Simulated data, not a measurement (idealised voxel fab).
process module | voxel fin reveal
cross-section cut | 195 nm wide | cells 5 nm
A cross-section is a grid of square cells, given in bands from the top down. A band is one or more rows of cells.
Each band's line starts with the height of the band's top and of its bottom, in nm. Then come its materials from left to right, each with its width in nm. One material with "throughout" fills the band from edge to edge. "air" is empty space.
Height 0 is the level under which the wafer as received is all one material. The lowest band goes on downwards, as in "0 down".
A width such as "30 to 40" changes by the same amount from each row of cells to the next, from the band's top row to its bottom row.
"no change" after a step means that no cell of the cross-section changed.
closed voids: empty space of 8 cells or more with no open way to the top, each as width x height at its distance from the left edge, in nm
after a step's settings: what the simulator itself notes on the step
overlay nm, on a step with a mask: how far to the right of its planned place the mask lay; to the left if negative
plan
1 op RECEIVE | material Si
2 op CONFORMAL_DEP | material SiN | thk nm 10
3 op DIRECTIONAL_DEP | material aC | thk nm 10
4 op PATTERN | tone cover | mask id FINS | material resist | width nm 15 | pitch nm 40 | thk nm 30 | overlay nm 0
5 op DIRECTIONAL_ETCH | etch materials aC | depth nm 10
6 op STRIP | etch materials resist
7 op DIRECTIONAL_ETCH | etch materials SiN | depth nm 10
8 op DIRECTIONAL_ETCH | etch materials Si | depth nm 40
9 op STRIP | etch materials aC
10 op OXIDIZE | depth nm 5
11 op FILL_DEP | material SiO2 | thk nm 15
12 op CMP | height nm 10
13 op SELECTIVE_ETCH | etch materials SiO2 | depth nm 40
14 op STRIP | etch materials SiN
15 op CONFORMAL_DEP | material SiO2 | thk nm 5
as received, after step 1
  0 down: Si throughout
  closed voids: none
a wafer at the end: this start, this plan, one mistake
  5 to 0: air 70 | SiO2 20 | air 20 | SiO2 20 | air 65
  0 to -25: air 70 | SiO2 5 | Si 10 | SiO2 5 | air 20 | SiO2 5 | Si 10 | SiO2 5 | air 65
  -25 to -45: SiO2 75 | Si 10 | SiO2 30 | Si 10 | SiO2 70
  -45 down: Si throughout
  closed voids: none
what went wrong: step 4 ran as: op PATTERN | tone cover | mask id FINS | material resist | width nm 20 | pitch nm 40 | thk nm 30 | overlay nm 0
